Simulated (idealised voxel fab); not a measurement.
Process module, titled voxel transistor to metal
Square cell edge 5 nm, section width 290 nm, ID cut.
A cross-section is a grid of square cells, given in bands from the top down. A band is one or more rows of cells.
Read a band's entry like this: the first values are the height of its top and the height of its bottom in nm, and what follows is the sequence of materials from left to right, each with its width in nm. Note that "air" is empty space, and that a single material marked "throughout" reaches across the band from edge to edge.
Ref level 0: as-received wafer is one material below here. Bottom band extends down with no lower bound ("0 -> down").
A two-number width, for instance "30->40", indicates that the width is equal to the first number in the top row of the band and to the second number in the bottom row, and that it changes by a constant amount per row of cells.
Where the words "no modification" appear for a step, the cross-section shows no cell changed by that step; every cell remained as before.
Under "Fully sealed cavities" you'll find the enclosed gaps, the ones with no way out to the top, that are 8 cells or bigger; each reads width x height at distance, with distance counted from the left edge, everything in nm.
The remark found on a step's line after its settings is issued by the simulator itself and pertains to that step.
overlay nm: mask right of planned place by this much (step with mask). Neg. = left.
# These are the steps we planned for the process
1: RECEIVE (material Si)
2: OXIDIZE (depth nm 5)
3: CONFORMAL_DEP (material SiN; thk nm 10)
4: MASKED_ETCH (tone cover; mask id ACTIVE; width nm 95; pitch nm 115; etch materials SiN; depth nm 10; overlay nm 0)
5: MASKED_ETCH (tone cover; mask id ACTIVE; width nm 95; pitch nm 115; etch materials SiO2; depth nm 5; overlay nm 0)
6: MASKED_ETCH (tone cover; mask id ACTIVE; width nm 95; pitch nm 115; etch materials Si; depth nm 35; overlay nm 0)
7: FILL_DEP (material SiO2; thk nm 10)
8: CMP (height nm 10)
9: SELECTIVE_ETCH (etch materials SiO2; depth nm 5)
10: STRIP (etch materials SiN)
11: SELECTIVE_ETCH (etch materials SiO2; depth nm 5)
12: OXIDIZE (depth nm 5)
13: DIRECTIONAL_DEP (material polySi; thk nm 20)
14: DIRECTIONAL_DEP (material SiCN; thk nm 10)
15: MASKED_ETCH (tone cover; mask id GATE; width nm 15; pitch nm 115; etch materials SiCN; depth nm 20; overlay nm 0)
16: MASKED_ETCH (tone cover; mask id GATE; width nm 15; pitch nm 115; etch materials polySi; depth nm 30; overlay nm 0)
17: CONFORMAL_DEP (material SiO2; thk nm 5)
18: DIRECTIONAL_ETCH (etch materials SiO2; depth nm 5)
19: CONFORMAL_DEP (material SiN; thk nm 10)
20: DIRECTIONAL_ETCH (etch materials SiN; depth nm 10)
21: DIRECTIONAL_ETCH (etch materials SiO2; depth nm 5)
22: DIRECTIONAL_ETCH (etch materials Si; depth nm 10)
23: EPI (material nSi; thk nm 10)
24: FILL_DEP (material SiO2; thk nm 10)
25: CMP (height nm 25)
26: DIRECTIONAL_DEP (material SiO2; thk nm 15)
27: PATTERN (tone open; mask id CONTACT; material resist; width nm 20; thk nm 15; overlay nm 0)
28: DIRECTIONAL_ETCH (etch materials SiO2; depth nm 40)
29: STRIP (etch materials resist)
30: CONFORMAL_DEP (material TiN; thk nm 5)
31: FILL_DEP (material W; thk nm 10)
32: CMP (height nm 40)
33: CONFORMAL_DEP (material SiN; thk nm 5)
34: DIRECTIONAL_DEP (material lowk; thk nm 20)
35: DIRECTIONAL_DEP (material aC; thk nm 10)
36: PATTERN (tone open; mask id METAL_1; material resist; width nm 20; thk nm 25; overlay nm 0)
37: DIRECTIONAL_ETCH (etch materials aC; depth nm 10)
38: STRIP (etch materials resist)
39: DIRECTIONAL_ETCH (etch materials lowk; depth nm 20)
40: DIRECTIONAL_ETCH (etch materials SiN; depth nm 5)
41: STRIP (etch materials aC)
42: CONFORMAL_DEP (material TiN; thk nm 5)
43: FILL_DEP (material Cu; thk nm 5)
44: CMP (height nm 65)
45: CONFORMAL_DEP (material SiCN; thk nm 5)
46: DIRECTIONAL_DEP (material lowk; thk nm 30)
47: DIRECTIONAL_DEP (material aC; thk nm 15)
48: PATTERN (tone open; mask id METAL_2; material resist; width nm 20; pitch nm 115; thk nm 35; overlay nm 0)
49: DIRECTIONAL_ETCH (etch materials aC; depth nm 15)
50: STRIP (etch materials resist)
51: DIRECTIONAL_ETCH (etch materials lowk; depth nm 20)
52: STRIP (etch materials aC)
53: MASKED_ETCH (tone open; mask id METAL_2_HOLES; width nm 15; pitch nm 115; etch materials lowk; depth nm 10; overlay nm 0)
54: MASKED_ETCH (tone open; mask id METAL_2_HOLES; width nm 15; pitch nm 115; etch materials SiCN; depth nm 5; overlay nm 0)
55: CONFORMAL_DEP (material TiN; thk nm 5)
56: FILL_DEP (material Cu; thk nm 5)
57: CMP (height nm 100)
58: CONFORMAL_DEP (material SiCN; thk nm 5)
# Cross-section: wafer on arrival = after step 1
	0 -> down | Si throughout
	Fully sealed cavities: none
# Wafer at module end, in section. Began as above, planned as above, run with one mistake
	105 -> 100 | SiCN throughout
	100 -> 85 | lowk 45; TiN 5; Cu 10; TiN 5; lowk 95; TiN 5; Cu 10; TiN 5; lowk 110
	85 -> 80 | lowk 45; TiN 5; Cu 5; TiN 10; lowk 95; TiN 5; Cu 5; TiN 10; lowk 110
	80 -> 70 | lowk 45; TiN 5; Cu 5; TiN 5; lowk 100; TiN 5; Cu 5; TiN 5; lowk 115
	70 -> 65 | SiCN 45; TiN 15; SiCN 100; TiN 15; SiCN 115
	65 -> 60 | lowk 45; TiN 5; Cu 10; TiN 5; lowk 45; TiN 5; Cu 10; TiN 5; lowk 30; TiN 5; Cu 10; TiN 5; lowk 45; TiN 5; Cu 10; TiN 5; lowk 45
	60 -> 55 | SiN 45; TiN 20; SiN 45; TiN 20; SiN 30; TiN 20; SiN 45; TiN 20; SiN 45
	55 -> 45 | W throughout
	45 -> 40 | TiN 50; W 10; TiN 55; W 10; TiN 40; W 10; TiN 55; W 10; TiN 50
	40 -> 25 | SiO2 45; TiN 5; W 10; TiN 5; SiO2 45; TiN 5; W 10; TiN 5; SiO2 30; TiN 5; W 10; TiN 5; SiO2 45; TiN 5; W 10; TiN 5; SiO2 45
	25 -> 15 | SiO2 45; TiN 5; W 10; TiN 5; SiN 10; SiO2 5; SiCN 15; SiO2 5; SiN 10; TiN 5; W 10; TiN 5; SiO2 30; TiN 5; W 10; TiN 5; SiN 10; SiO2 5; SiCN 15; SiO2 5; SiN 10; TiN 5; W 10; TiN 5; SiO2 45
	15 -> 5 | SiO2 45; TiN 5; W 10; TiN 5; SiN 10; SiO2 5; polySi 15; SiO2 5; SiN 10; TiN 5; W 10; TiN 5; SiO2 30; TiN 5; W 10; TiN 5; SiN 10; SiO2 5; polySi 15; SiO2 5; SiN 10; TiN 5; W 10; TiN 5; SiO2 45
	5 -> 0 | SiO2 45; TiN 20; SiN 10; SiO2 5; polySi 15; SiO2 5; SiN 10; TiN 20; SiO2 30; TiN 20; SiN 10; SiO2 5; polySi 15; SiO2 5; SiN 10; TiN 20; SiO2 45
	0 -> -5 | SiO2 40; SiN 10; nSi 15; SiN 10; SiO2 5; polySi 15; SiO2 5; SiN 10; nSi 15; SiN 10; SiO2 20; SiN 10; nSi 15; SiN 10; SiO2 5; polySi 15; SiO2 5; SiN 10; nSi 15; SiN 10; SiO2 40
	-5 -> -10 | SiO2 50; nSi 15; SiO2 45; nSi 15; SiO2 40; nSi 15; SiO2 45; nSi 15; SiO2 50
	-10 -> -20 | SiO2 40; Si 10; nSi 15; Si 45; nSi 15; Si 10; SiO2 20; Si 10; nSi 15; Si 45; nSi 15; Si 10; SiO2 40
	-20 -> -40 | SiO2 40; Si 95; SiO2 20; Si 95; SiO2 40
	-40 -> down | Si throughout
	Fully sealed cavities: none
What went wrong in running the wafer? plan step 32 was not performed, having been skipped
